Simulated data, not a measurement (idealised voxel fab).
Process module under the name voxel transistor to metal
For reference, the cross-section in this document is cut, with width 235 nm and square cells of 5 nm.
Cross-section format: a grid of square cells, given as bands from top to bottom; each band is one or more rows of cells.
Read a band's entry like this: the first values are the height of its top and the height of its bottom in nm, and what follows is the sequence of materials from left to right, each with its width in nm. Note that "air" is empty space, and that a single material marked "everywhere" reaches across the band from edge to edge.
A quick word on heights: they are counted from 0, and under that level the wafer as it came to us is one material throughout. The lowest band is different from the rest in having no bottom; it simply continues downward, written as in "0 down".
The expression "30 to 40" gives the width at the extremes of the band, the first number at its top row of cells and the second at its bottom row, with the width changing by equal amounts from each row to the next in between.
You'll sometimes find "remained unchanged" written for a step, and that's the way of saying that nowhere in the cross-section did a cell change during that step.
Heads up: "Fully closed voids" only lists the empty pockets with no open path to the top that are 8 cells or more, and it writes them as width x height at distance, distance from the left edge, in nm.
Heads up: the bit after the settings on a step's line is the simulator's remark on that step.
overlay nm: mask right of planned place by this much (step with mask). Neg. = left.
So the way this works: pairs, before and after one process step. The after picture only goes down to the lowest band that actually changed, nothing below. Step and its settings are under each pair. And watch out, pairs might come from different runs of this module, same starting wafer though, so a pair only follows on from the one above if its "Pre-step condition" entry tells you so.

Pre-step condition:
	70 to 45 = W everywhere
	45 to 40 = TiN everywhere
	40 to 30 = SiO2 25, TiN 5, W 5, TiN 5, SiO2 45, TiN 5, W 5, TiN 5, SiO2 30, TiN 5, W 5, TiN 5, SiO2 45, TiN 5, W 5, TiN 5, SiO2 30
	30 to 15 = SiO2 25, TiN 5, W 5, TiN 5, SiO2 5, SiN 5, SiO2 5, SiCN 15, SiO2 5, SiN 5, SiO2 5, TiN 5, W 5, TiN 5, SiO2 30, TiN 5, W 5, TiN 5, SiO2 5, SiN 5, SiO2 5, SiCN 15, SiO2 5, SiN 5, SiO2 5, TiN 5, W 5, TiN 5, SiO2 30
	15 to 0 = SiO2 25, TiN 5, W 5, TiN 5, SiO2 5, SiN 5, SiO2 5, polySi 15, SiO2 5, SiN 5, SiO2 5, TiN 5, W 5, TiN 5, SiO2 30, TiN 5, W 5, TiN 5, SiO2 5, SiN 5, SiO2 5, polySi 15, SiO2 5, SiN 5, SiO2 5, TiN 5, W 5, TiN 5, SiO2 30
	0 to -5 = SiO2 20, SiN 5, TiN 5, W 5, TiN 5, SiO2 5, SiN 5, SiO2 5, polySi 15, SiO2 5, SiN 5, SiO2 5, TiN 5, W 5, TiN 5, SiN 5, SiO2 20, SiN 5, TiN 5, W 5, TiN 5, SiO2 5, SiN 5, SiO2 5, polySi 15, SiO2 5, SiN 5, SiO2 5, TiN 5, W 5, TiN 5, SiN 5, SiO2 25
	-5 to -10 = SiO2 25, TiN 15, SiGe 5, SiO2 35, SiGe 5, TiN 15, SiO2 30, TiN 15, SiGe 5, SiO2 35, SiGe 5, TiN 15, SiO2 30
	-10 to -15 = SiO2 25, SiGe 20, Si 35, SiGe 20, SiO2 30, SiGe 20, Si 35, SiGe 20, SiO2 30
	-15 to -40 = SiO2 25, Si 75, SiO2 30, Si 75, SiO2 30
	-40 down = Si everywhere
	Fully closed voids: none

Structure After Step:
	70 to 45 = air 20, W 25, air 35, W 25, air 20, W 25, air 35, W 25, air 25
	Lower than 45, everything is as it was.
	Fully closed voids: none
The structure shown above changes from one cross-section to the other through MASKED_ETCH [tone cover] [mask id METAL_1] [width nm 25] [etch materials W] [depth nm 25] [overlay nm 0]

Pre-step condition: it's just the after picture from the pair right above this one.

Structure After Step:
	70 to 45 = air 20, W 25, air 35, W 25, air 20, W 25, air 35, W 25, air 25
	45 to 40 = air 20, TiN 25, air 35, TiN 25, air 20, TiN 25, air 35, TiN 25, air 25
	Lower than 40, everything is as it was.
	Fully closed voids: none
The structure shown above changes from one cross-section to the other through MASKED_ETCH [tone cover] [mask id METAL_1] [width nm 15] [etch materials TiN] [depth nm 5] [overlay nm 0]

Pre-step condition: it's just the after picture from the pair right above this one.

Structure After Step:
	80 to 70 = SiO2 everywhere
	70 to 45 = SiO2 20, W 25, SiO2 35, W 25, SiO2 20, W 25, SiO2 35, W 25, SiO2 25
	45 to 40 = SiO2 20, TiN 25, SiO2 35, TiN 25, SiO2 20, TiN 25, SiO2 35, TiN 25, SiO2 25
	Lower than 40, everything is as it was.
	Fully closed voids: none
The structure shown above changes from one cross-section to the other through FILL_DEP [material SiO2] [thk nm 10]

Pre-step condition: it's just the after picture from the pair right above this one.

Structure After Step:
	70 to 45 = SiO2 20, W 25, SiO2 35, W 25, SiO2 20, W 25, SiO2 35, W 25, SiO2 25
	Lower than 45, everything is as it was.
	Fully closed voids: none
The structure shown above changes from one cross-section to the other through CMP [height nm 70]

Pre-step condition: it's just the after picture from the pair right above this one.

Structure After Step:
	75 to 70 = SiCN everywhere
	Lower than 70, everything is as it was.
	Fully closed voids: none
The structure shown above changes from one cross-section to the other through CONFORMAL_DEP [material SiCN] [thk nm 5]

Pre-step condition: it's just the after picture from the pair right above this one.

Structure After Step:
	105 to 75 = SiO2 everywhere
	Lower than 75, everything is as it was.
	Fully closed voids: none
The structure shown above changes from one cross-section to the other through DIRECTIONAL_DEP [material SiO2] [thk nm 30]

Pre-step condition: it's just the after picture from the pair right above this one.

Structure After Step:
	120 to 105 = resist 25, air 15, resist 90, air 15, resist 90
	Lower than 105, everything is as it was.
	Fully closed voids: none
The structure shown above changes from one cross-section to the other through PATTERN [tone open] [mask id METAL_2] [material resist] [width nm 15] [pitch nm 105] [thk nm 15] [overlay nm 0]

Pre-step condition: it's just the after picture from the pair right above this one.

Structure After Step:
	120 to 105 = resist 25, air 15, resist 90, air 15, resist 90
	105 to 90 = SiO2 25, air 15, SiO2 90, air 15, SiO2 90
	Lower than 90, everything is as it was.
	Fully closed voids: none
The structure shown above changes from one cross-section to the other through DIRECTIONAL_ETCH [etch materials SiO2] [depth nm 15]

Pre-step condition: it's just the after picture from the pair right above this one.

Structure After Step:
	105 to 90 = SiO2 25, air 15, SiO2 90, air 15, SiO2 90
	Lower than 90, everything is as it was.
	Fully closed voids: none
The structure shown above changes from one cross-section to the other through STRIP [etch materials resist]

Pre-step condition: it's just the after picture from the pair right above this one.

Structure After Step:
	125 to 105 = resist 25, air 15, resist 90, air 15, resist 90
	Lower than 105, everything is as it was.
	Fully closed voids: none
The structure shown above changes from one cross-section to the other through PATTERN [tone open] [mask id METAL_2_HOLES] [material resist] [width nm 15] [pitch nm 105] [thk nm 20] [overlay nm 0]

Pre-step condition: it's just the after picture from the pair right above this one.

Structure After Step:
	125 to 105 = resist 25, air 15, resist 90, air 15, resist 90
	105 to 75 = SiO2 25, air 15, SiO2 90, air 15, SiO2 90
	Lower than 75, everything is as it was.
	Fully closed voids: none
The structure shown above changes from one cross-section to the other through DIRECTIONAL_ETCH [etch materials SiO2] [depth nm 15]

Pre-step condition: it's just the after picture from the pair right above this one.

Structure After Step:
	125 to 105 = resist 25, air 15, resist 90, air 15, resist 90
	105 to 75 = SiO2 25, air 15, SiO2 90, air 15, SiO2 90
	75 to 70 = SiCN 25, air 15, SiCN 90, air 15, SiCN 90
	Lower than 70, everything is as it was.
	Fully closed voids: none
The structure shown above changes from one cross-section to the other through DIRECTIONAL_ETCH [etch materials SiCN] [depth nm 5]

Pre-step condition: it's just the after picture from the pair right above this one.

Structure After Step:
	105 to 75 = SiO2 25, air 15, SiO2 90, air 15, SiO2 90
	Lower than 75, everything is as it was.
	Fully closed voids: none
The structure shown above changes from one cross-section to the other through STRIP [etch materials resist]

Pre-step condition: it's just the after picture from the pair right above this one.

Structure After Step:
	110 to 105 = TiN 30, air 5, TiN 100, air 5, TiN 95
	105 to 75 = SiO2 25, TiN 5, air 5, TiN 5, SiO2 90, TiN 5, air 5, TiN 5, SiO2 90
	75 to 70 = SiCN 25, TiN 15, SiCN 90, TiN 15, SiCN 90
	Lower than 70, everything is as it was.
	Fully closed voids: none
The structure shown above changes from one cross-section to the other through CONFORMAL_DEP [material TiN] [thk nm 5]

Pre-step condition: it's just the after picture from the pair right above this one.

Structure After Step:
	115 to 110 = Ru everywhere
	110 to 105 = TiN 30, Ru 5, TiN 100, Ru 5, TiN 95
	105 to 75 = SiO2 25, TiN 5, Ru 5, TiN 5, SiO2 90, TiN 5, Ru 5, TiN 5, SiO2 90
	Lower than 75, everything is as it was.
	Fully closed voids: none
The structure shown above changes from one cross-section to the other through FILL_DEP [material Ru] [thk nm 5]

Pre-step condition: it's just the after picture from the pair right above this one.

Structure After Step:
	105 to 75 = SiO2 25, TiN 5, Ru 5, TiN 5, SiO2 90, TiN 5, Ru 5, TiN 5, SiO2 90
	Lower than 75, everything is as it was.
	Fully closed voids: none
The structure shown above changes from one cross-section to the other through CMP [height nm 105]

Pre-step condition: it's just the after picture from the pair right above this one.

Structure After Step:
	110 to 105 = SiCN everywhere
	Lower than 105, everything is as it was.
	Fully closed voids: none
The structure shown above changes from one cross-section to the other through CONFORMAL_DEP [material SiCN] [thk nm 5]

Pre-step condition:
	70 to 45 = W everywhere
	45 to 40 = TiN everywhere
	40 to 30 = SiO2 25, TiN 5, W 5, TiN 5, SiO2 45, TiN 5, W 5, TiN 5, SiO2 30, TiN 5, W 5, TiN 5, SiO2 45, TiN 5, W 5, TiN 5, SiO2 30
	30 to 15 = SiO2 25, TiN 5, W 5, TiN 5, SiO2 5, SiN 5, SiO2 5, SiCN 15, SiO2 5, SiN 5, SiO2 5, TiN 5, W 5, TiN 5, SiO2 30, TiN 5, W 5, TiN 5, SiO2 5, SiN 5, SiO2 5, SiCN 15, SiO2 5, SiN 5, SiO2 5, TiN 5, W 5, TiN 5, SiO2 30
	15 to 0 = SiO2 25, TiN 5, W 5, TiN 5, SiO2 5, SiN 5, SiO2 5, polySi 15, SiO2 5, SiN 5, SiO2 5, TiN 5, W 5, TiN 5, SiO2 30, TiN 5, W 5, TiN 5, SiO2 5, SiN 5, SiO2 5, polySi 15, SiO2 5, SiN 5, SiO2 5, TiN 5, W 5, TiN 5, SiO2 30
	0 to -5 = SiO2 20, SiN 5, TiN 5, W 5, TiN 5, SiO2 5, SiN 5, SiO2 5, polySi 15, SiO2 5, SiN 5, SiO2 5, TiN 5, W 5, TiN 5, SiN 5, SiO2 20, SiN 5, TiN 5, W 5, TiN 5, SiO2 5, SiN 5, SiO2 5, polySi 15, SiO2 5, SiN 5, SiO2 5, TiN 5, W 5, TiN 5, SiN 5, SiO2 25
	-5 to -10 = SiO2 25, TiN 15, SiGe 5, SiO2 35, SiGe 5, TiN 15, SiO2 30, TiN 15, SiGe 5, SiO2 35, SiGe 5, TiN 15, SiO2 30
	-10 to -15 = SiO2 25, SiGe 20, Si 35, SiGe 20, SiO2 30, SiGe 20, Si 35, SiGe 20, SiO2 30
	-15 to -40 = SiO2 25, Si 75, SiO2 30, Si 75, SiO2 30
	-40 down = Si everywhere
	Fully closed voids: none

Structure After Step:
	70 to 45 = air 20, W 15, air 45, W 15, air 30, W 15, air 45, W 15, air 35
	Lower than 45, everything is as it was.
	Fully closed voids: none
The structure shown above changes from one cross-section to the other through MASKED_ETCH [tone cover] [mask id METAL_1] [width nm 15] [etch materials W] [depth nm 25] [overlay nm -5]

Pre-step condition: it's just the after picture from the pair right above this one.

Structure After Step:
	70 to 45 = air 20, W 15, air 45, W 15, air 30, W 15, air 45, W 15, air 35
	45 to 40 = air 20, TiN 20, air 40, TiN 20, air 25, TiN 20, air 40, TiN 20, air 30
	Lower than 40, everything is as it was.
	Fully closed voids: none
The structure shown above changes from one cross-section to the other through MASKED_ETCH [tone cover] [mask id METAL_1] [width nm 15] [etch materials TiN] [depth nm 5] [overlay nm 0]

Pre-step condition: it's just the after picture from the pair right above this one.

Structure After Step:
	80 to 70 = SiO2 everywhere
	70 to 45 = SiO2 20, W 15, SiO2 45, W 15, SiO2 30, W 15, SiO2 45, W 15, SiO2 35
	45 to 40 = SiO2 20, TiN 20, SiO2 40, TiN 20, SiO2 25, TiN 20, SiO2 40, TiN 20, SiO2 30
	Lower than 40, everything is as it was.
	Fully closed voids: none
The structure shown above changes from one cross-section to the other through FILL_DEP [material SiO2] [thk nm 10]

Pre-step condition: it's just the after picture from the pair right above this one.

Structure After Step:
	70 to 45 = SiO2 20, W 15, SiO2 45, W 15, SiO2 30, W 15, SiO2 45, W 15, SiO2 35
	Lower than 45, everything is as it was.
	Fully closed voids: none
The structure shown above changes from one cross-section to the other through CMP [height nm 70]

Pre-step condition: it's just the after picture from the pair right above this one.

Structure After Step:
	75 to 70 = SiCN everywhere
	Lower than 70, everything is as it was.
	Fully closed voids: none
The structure shown above changes from one cross-section to the other through CONFORMAL_DEP [material SiCN] [thk nm 5]

Pre-step condition: it's just the after picture from the pair right above this one.

Structure After Step:
	105 to 75 = SiO2 everywhere
	Lower than 75, everything is as it was.
	Fully closed voids: none
The structure shown above changes from one cross-section to the other through DIRECTIONAL_DEP [material SiO2] [thk nm 30]

Pre-step condition: it's just the after picture from the pair right above this one.

Structure After Step:
	120 to 105 = resist 25, air 15, resist 90, air 15, resist 90
	Lower than 105, everything is as it was.
	Fully closed voids: none
The structure shown above changes from one cross-section to the other through PATTERN [tone open] [mask id METAL_2] [material resist] [width nm 15] [pitch nm 105] [thk nm 15] [overlay nm 0]

Pre-step condition: it's just the after picture from the pair right above this one.

Structure After Step:
	120 to 105 = resist 25, air 15, resist 90, air 15, resist 90
	105 to 90 = SiO2 25, air 15, SiO2 90, air 15, SiO2 90
	Lower than 90, everything is as it was.
	Fully closed voids: none
The structure shown above changes from one cross-section to the other through DIRECTIONAL_ETCH [etch materials SiO2] [depth nm 15]

Pre-step condition: it's just the after picture from the pair right above this one.

Structure After Step:
	105 to 90 = SiO2 25, air 15, SiO2 90, air 15, SiO2 90
	Lower than 90, everything is as it was.
	Fully closed voids: none
The structure shown above changes from one cross-section to the other through STRIP [etch materials resist]

Pre-step condition: it's just the after picture from the pair right above this one.

Structure After Step:
	125 to 105 = resist 25, air 15, resist 90, air 15, resist 90
	Lower than 105, everything is as it was.
	Fully closed voids: none
The structure shown above changes from one cross-section to the other through PATTERN [tone open] [mask id METAL_2_HOLES] [material resist] [width nm 15] [pitch nm 105] [thk nm 20] [overlay nm 0]

Pre-step condition: it's just the after picture from the pair right above this one.

Structure After Step:
	125 to 105 = resist 25, air 15, resist 90, air 15, resist 90
	105 to 75 = SiO2 25, air 15, SiO2 90, air 15, SiO2 90
	Lower than 75, everything is as it was.
	Fully closed voids: none
The structure shown above changes from one cross-section to the other through DIRECTIONAL_ETCH [etch materials SiO2] [depth nm 15]

Pre-step condition: it's just the after picture from the pair right above this one.

Structure After Step:
	125 to 105 = resist 25, air 15, resist 90, air 15, resist 90
	105 to 75 = SiO2 25, air 15, SiO2 90, air 15, SiO2 90
	75 to 70 = SiCN 25, air 15, SiCN 90, air 15, SiCN 90
	Lower than 70, everything is as it was.
	Fully closed voids: none
The structure shown above changes from one cross-section to the other through DIRECTIONAL_ETCH [etch materials SiCN] [depth nm 5]

Pre-step condition: it's just the after picture from the pair right above this one.

Structure After Step:
	105 to 75 = SiO2 25, air 15, SiO2 90, air 15, SiO2 90
	Lower than 75, everything is as it was.
	Fully closed voids: none
The structure shown above changes from one cross-section to the other through STRIP [etch materials resist]

Pre-step condition: it's just the after picture from the pair right above this one.

Structure After Step:
	110 to 105 = TiN 30, air 5, TiN 100, air 5, TiN 95
	105 to 75 = SiO2 25, TiN 5, air 5, TiN 5, SiO2 90, TiN 5, air 5, TiN 5, SiO2 90
	75 to 70 = SiCN 25, TiN 15, SiCN 90, TiN 15, SiCN 90
	Lower than 70, everything is as it was.
	Fully closed voids: none
The structure shown above changes from one cross-section to the other through CONFORMAL_DEP [material TiN] [thk nm 5]

Pre-step condition: it's just the after picture from the pair right above this one.

Structure After Step:
	115 to 110 = Ru everywhere
	110 to 105 = TiN 30, Ru 5, TiN 100, Ru 5, TiN 95
	105 to 75 = SiO2 25, TiN 5, Ru 5, TiN 5, SiO2 90, TiN 5, Ru 5, TiN 5, SiO2 90
	Lower than 75, everything is as it was.
	Fully closed voids: none
The structure shown above changes from one cross-section to the other through FILL_DEP [material Ru] [thk nm 5]

Pre-step condition: it's just the after picture from the pair right above this one.

Structure After Step:
	105 to 75 = SiO2 25, TiN 5, Ru 5, TiN 5, SiO2 90, TiN 5, Ru 5, TiN 5, SiO2 90
	Lower than 75, everything is as it was.
	Fully closed voids: none
The structure shown above changes from one cross-section to the other through CMP [height nm 105]

Pre-step condition: it's just the after picture from the pair right above this one.

Structure After Step:
	110 to 105 = SiCN everywhere
	Lower than 105, everything is as it was.
	Fully closed voids: none
The structure shown above changes from one cross-section to the other through CONFORMAL_DEP [material SiCN] [thk nm 5]

Pre-step condition:
	40 to 30 = SiO2 25, air 15, SiO2 45, air 15, SiO2 30, air 15, SiO2 45, air 15, SiO2 30
	30 to 15 = SiO2 25, air 15, SiO2 5, SiN 5, SiO2 5, SiCN 15, SiO2 5, SiN 5, SiO2 5, air 15, SiO2 30, air 15, SiO2 5, SiN 5, SiO2 5, SiCN 15, SiO2 5, SiN 5, SiO2 5, air 15, SiO2 30
	15 to 0 = SiO2 25, air 15, SiO2 5, SiN 5, SiO2 5, polySi 15, SiO2 5, SiN 5, SiO2 5, air 15, SiO2 30, air 15, SiO2 5, SiN 5, SiO2 5, polySi 15, SiO2 5, SiN 5, SiO2 5, air 15, SiO2 30
	0 to -5 = SiO2 20, SiN 5, air 15, SiO2 5, SiN 5, SiO2 5, polySi 15, SiO2 5, SiN 5, SiO2 5, air 15, SiN 5, SiO2 20, SiN 5, air 15, SiO2 5, SiN 5, SiO2 5, polySi 15, SiO2 5, SiN 5, SiO2 5, air 15, SiN 5, SiO2 25
	-5 to -10 = SiO2 25, air 15, SiGe 5, SiO2 35, SiGe 5, air 15, SiO2 30, air 15, SiGe 5, SiO2 35, SiGe 5, air 15, SiO2 30
	-10 to -15 = SiO2 25, SiGe 20, Si 35, SiGe 20, SiO2 30, SiGe 20, Si 35, SiGe 20, SiO2 30
	-15 to -40 = SiO2 25, Si 75, SiO2 30, Si 75, SiO2 30
	-40 down = Si everywhere
	Fully closed voids: none

Structure After Step:
	45 to 40 = polySi 30, air 5, polySi 55, air 5, polySi 40, air 5, polySi 55, air 5, polySi 35
	40 to 30 = SiO2 25, polySi 5, air 5, polySi 5, SiO2 45, polySi 5, air 5, polySi 5, SiO2 30, polySi 5, air 5, polySi 5, SiO2 45, polySi 5, air 5, polySi 5, SiO2 30
	30 to 15 = SiO2 25, polySi 5, air 5, polySi 5, SiO2 5, SiN 5, SiO2 5, SiCN 15, SiO2 5, SiN 5, SiO2 5, polySi 5, air 5, polySi 5, SiO2 30, polySi 5, air 5, polySi 5, SiO2 5, SiN 5, SiO2 5, SiCN 15, SiO2 5, SiN 5, SiO2 5, polySi 5, air 5, polySi 5, SiO2 30
	15 to 0 = SiO2 25, polySi 5, air 5, polySi 5, SiO2 5, SiN 5, SiO2 5, polySi 15, SiO2 5, SiN 5, SiO2 5, polySi 5, air 5, polySi 5, SiO2 30, polySi 5, air 5, polySi 5, SiO2 5, SiN 5, SiO2 5, polySi 15, SiO2 5, SiN 5, SiO2 5, polySi 5, air 5, polySi 5, SiO2 30
	0 to -5 = SiO2 20, SiN 5, polySi 5, air 5, polySi 5, SiO2 5, SiN 5, SiO2 5, polySi 15, SiO2 5, SiN 5, SiO2 5, polySi 5, air 5, polySi 5, SiN 5, SiO2 20, SiN 5, polySi 5, air 5, polySi 5, SiO2 5, SiN 5, SiO2 5, polySi 15, SiO2 5, SiN 5, SiO2 5, polySi 5, air 5, polySi 5, SiN 5, SiO2 25
	-5 to -10 = SiO2 25, polySi 15, SiGe 5, SiO2 35, SiGe 5, polySi 15, SiO2 30, polySi 15, SiGe 5, SiO2 35, SiGe 5, polySi 15, SiO2 30
	Lower than -10, everything is as it was.
	Fully closed voids: none
The structure shown above changes from one cross-section to the other through CONFORMAL_DEP [material polySi] [thk nm 5]

Pre-step condition: it's just the after picture from the pair right above this one.

Structure After Step:
	55 to 45 = W everywhere
	45 to 40 = polySi 30, W 5, polySi 55, W 5, polySi 40, W 5, polySi 55, W 5, polySi 35
	40 to 30 = SiO2 25, polySi 5, W 5, polySi 5, SiO2 45, polySi 5, W 5, polySi 5, SiO2 30, polySi 5, W 5, polySi 5, SiO2 45, polySi 5, W 5, polySi 5, SiO2 30
	30 to 15 = SiO2 25, polySi 5, W 5, polySi 5, SiO2 5, SiN 5, SiO2 5, SiCN 15, SiO2 5, SiN 5, SiO2 5, polySi 5, W 5, polySi 5, SiO2 30, polySi 5, W 5, polySi 5, SiO2 5, SiN 5, SiO2 5, SiCN 15, SiO2 5, SiN 5, SiO2 5, polySi 5, W 5, polySi 5, SiO2 30
	15 to 0 = SiO2 25, polySi 5, W 5, polySi 5, SiO2 5, SiN 5, SiO2 5, polySi 15, SiO2 5, SiN 5, SiO2 5, polySi 5, W 5, polySi 5, SiO2 30, polySi 5, W 5, polySi 5, SiO2 5, SiN 5, SiO2 5, polySi 15, SiO2 5, SiN 5, SiO2 5, polySi 5, W 5, polySi 5, SiO2 30
	0 to -5 = SiO2 20, SiN 5, polySi 5, W 5, polySi 5, SiO2 5, SiN 5, SiO2 5, polySi 15, SiO2 5, SiN 5, SiO2 5, polySi 5, W 5, polySi 5, SiN 5, SiO2 20, SiN 5, polySi 5, W 5, polySi 5, SiO2 5, SiN 5, SiO2 5, polySi 15, SiO2 5, SiN 5, SiO2 5, polySi 5, W 5, polySi 5, SiN 5, SiO2 25
	Lower than -5, everything is as it was.
	Fully closed voids: none
The structure shown above changes from one cross-section to the other through FILL_DEP [material W] [thk nm 10]

Pre-step condition: it's just the after picture from the pair right above this one.

Structure After Step:
	40 to 30 = SiO2 25, polySi 5, W 5, polySi 5, SiO2 45, polySi 5, W 5, polySi 5, SiO2 30, polySi 5, W 5, polySi 5, SiO2 45, polySi 5, W 5, polySi 5, SiO2 30
	Lower than 30, everything is as it was.
	Fully closed voids: none
The structure shown above changes from one cross-section to the other through CMP [height nm 40]

Pre-step condition: it's just the after picture from the pair right above this one.

Structure After Step:
	45 to 40 = TiN everywhere
	Lower than 40, everything is as it was.
	Fully closed voids: none
The structure shown above changes from one cross-section to the other through DIRECTIONAL_DEP [material TiN] [thk nm 5]

Pre-step condition: it's just the after picture from the pair right above this one.

Structure After Step:
	70 to 45 = W everywhere
	Lower than 45, everything is as it was.
	Fully closed voids: none
The structure shown above changes from one cross-section to the other through DIRECTIONAL_DEP [material W] [thk nm 25]

Pre-step condition: it's just the after picture from the pair right above this one.

Structure After Step:
	70 to 45 = air 25, W 15, air 45, W 15, air 30, W 15, air 45, W 15, air 30
	Lower than 45, everything is as it was.
	Fully closed voids: none
The structure shown above changes from one cross-section to the other through MASKED_ETCH [tone cover] [mask id METAL_1] [width nm 15] [etch materials W] [depth nm 25] [overlay nm 0]

Pre-step condition: it's just the after picture from the pair right above this one.

Structure After Step:
	70 to 45 = air 25, W 15, air 45, W 15, air 30, W 15, air 45, W 15, air 30
	45 to 40 = air 25, TiN 15, air 45, TiN 15, air 30, TiN 15, air 45, TiN 15, air 30
	Lower than 40, everything is as it was.
	Fully closed voids: none
The structure shown above changes from one cross-section to the other through MASKED_ETCH [tone cover] [mask id METAL_1] [width nm 15] [etch materials TiN] [depth nm 5] [overlay nm 0]

Pre-step condition: it's just the after picture from the pair right above this one.

Structure After Step:
	80 to 70 = SiO2 everywhere
	70 to 45 = SiO2 25, W 15, SiO2 45, W 15, SiO2 30, W 15, SiO2 45, W 15, SiO2 30
	45 to 40 = SiO2 25, TiN 15, SiO2 45, TiN 15, SiO2 30, TiN 15, SiO2 45, TiN 15, SiO2 30
	Lower than 40, everything is as it was.
	Fully closed voids: none
The structure shown above changes from one cross-section to the other through FILL_DEP [material SiO2] [thk nm 10]

Pre-step condition: it's just the after picture from the pair right above this one.

Structure After Step:
	70 to 45 = SiO2 25, W 15, SiO2 45, W 15, SiO2 30, W 15, SiO2 45, W 15, SiO2 30
	Lower than 45, everything is as it was.
	Fully closed voids: none
The structure shown above changes from one cross-section to the other through CMP [height nm 70]

Pre-step condition: it's just the after picture from the pair right above this one.

Structure After Step:
	75 to 70 = SiCN everywhere
	Lower than 70, everything is as it was.
	Fully closed voids: none
The structure shown above changes from one cross-section to the other through CONFORMAL_DEP [material SiCN] [thk nm 5]

Pre-step condition: it's just the after picture from the pair right above this one.

Structure After Step:
	105 to 75 = SiO2 everywhere
	Lower than 75, everything is as it was.
	Fully closed voids: none
The structure shown above changes from one cross-section to the other through DIRECTIONAL_DEP [material SiO2] [thk nm 30]

Pre-step condition: it's just the after picture from the pair right above this one.

Structure After Step:
	120 to 105 = resist 25, air 15, resist 90, air 15, resist 90
	Lower than 105, everything is as it was.
	Fully closed voids: none
The structure shown above changes from one cross-section to the other through PATTERN [tone open] [mask id METAL_2] [material resist] [width nm 15] [pitch nm 105] [thk nm 15] [overlay nm 0]

Pre-step condition: it's just the after picture from the pair right above this one.

Structure After Step:
	120 to 105 = resist 25, air 15, resist 90, air 15, resist 90
	105 to 90 = SiO2 25, air 15, SiO2 90, air 15, SiO2 90
	Lower than 90, everything is as it was.
	Fully closed voids: none
The structure shown above changes from one cross-section to the other through DIRECTIONAL_ETCH [etch materials SiO2] [depth nm 15]

Pre-step condition: it's just the after picture from the pair right above this one.

Structure After Step:
	105 to 90 = SiO2 25, air 15, SiO2 90, air 15, SiO2 90
	Lower than 90, everything is as it was.
	Fully closed voids: none
The structure shown above changes from one cross-section to the other through STRIP [etch materials resist]

Pre-step condition: it's just the after picture from the pair right above this one.

Structure After Step:
	125 to 105 = resist 25, air 15, resist 90, air 15, resist 90
	Lower than 105, everything is as it was.
	Fully closed voids: none
The structure shown above changes from one cross-section to the other through PATTERN [tone open] [mask id METAL_2_HOLES] [material resist] [width nm 15] [pitch nm 105] [thk nm 20] [overlay nm 0]

Pre-step condition: it's just the after picture from the pair right above this one.

Structure After Step:
	125 to 105 = resist 25, air 15, resist 90, air 15, resist 90
	105 to 75 = SiO2 25, air 15, SiO2 90, air 15, SiO2 90
	Lower than 75, everything is as it was.
	Fully closed voids: none
The structure shown above changes from one cross-section to the other through DIRECTIONAL_ETCH [etch materials SiO2] [depth nm 15]

Pre-step condition: it's just the after picture from the pair right above this one.

Structure After Step:
	125 to 105 = resist 25, air 15, resist 90, air 15, resist 90
	105 to 75 = SiO2 25, air 15, SiO2 90, air 15, SiO2 90
	75 to 70 = SiCN 25, air 15, SiCN 90, air 15, SiCN 90
	Lower than 70, everything is as it was.
	Fully closed voids: none
The structure shown above changes from one cross-section to the other through DIRECTIONAL_ETCH [etch materials SiCN] [depth nm 5]

Pre-step condition: it's just the after picture from the pair right above this one.

Structure After Step:
	105 to 75 = SiO2 25, air 15, SiO2 90, air 15, SiO2 90
	Lower than 75, everything is as it was.
	Fully closed voids: none
The structure shown above changes from one cross-section to the other through STRIP [etch materials resist]

Pre-step condition: it's just the after picture from the pair right above this one.

Structure After Step:
	110 to 105 = TiN 30, air 5, TiN 100, air 5, TiN 95
	105 to 75 = SiO2 25, TiN 5, air 5, TiN 5, SiO2 90, TiN 5, air 5, TiN 5, SiO2 90
	75 to 70 = SiCN 25, TiN 15, SiCN 90, TiN 15, SiCN 90
	Lower than 70, everything is as it was.
	Fully closed voids: none
The structure shown above changes from one cross-section to the other through CONFORMAL_DEP [material TiN] [thk nm 5]

Pre-step condition: it's just the after picture from the pair right above this one.

Structure After Step:
	115 to 110 = Ru everywhere
	110 to 105 = TiN 30, Ru 5, TiN 100, Ru 5, TiN 95
	105 to 75 = SiO2 25, TiN 5, Ru 5, TiN 5, SiO2 90, TiN 5, Ru 5, TiN 5, SiO2 90
	Lower than 75, everything is as it was.
	Fully closed voids: none
The structure shown above changes from one cross-section to the other through FILL_DEP [material Ru] [thk nm 5]

Pre-step condition: it's just the after picture from the pair right above this one.

Structure After Step:
	105 to 75 = SiO2 25, TiN 5, Ru 5, TiN 5, SiO2 90, TiN 5, Ru 5, TiN 5, SiO2 90
	Lower than 75, everything is as it was.
	Fully closed voids: none
The structure shown above changes from one cross-section to the other through CMP [height nm 105]

Pre-step condition: it's just the after picture from the pair right above this one.

Structure After Step:
	110 to 105 = SiCN everywhere
	Lower than 105, everything is as it was.
	Fully closed voids: none
The structure shown above changes from one cross-section to the other through CONFORMAL_DEP [material SiCN] [thk nm 5]
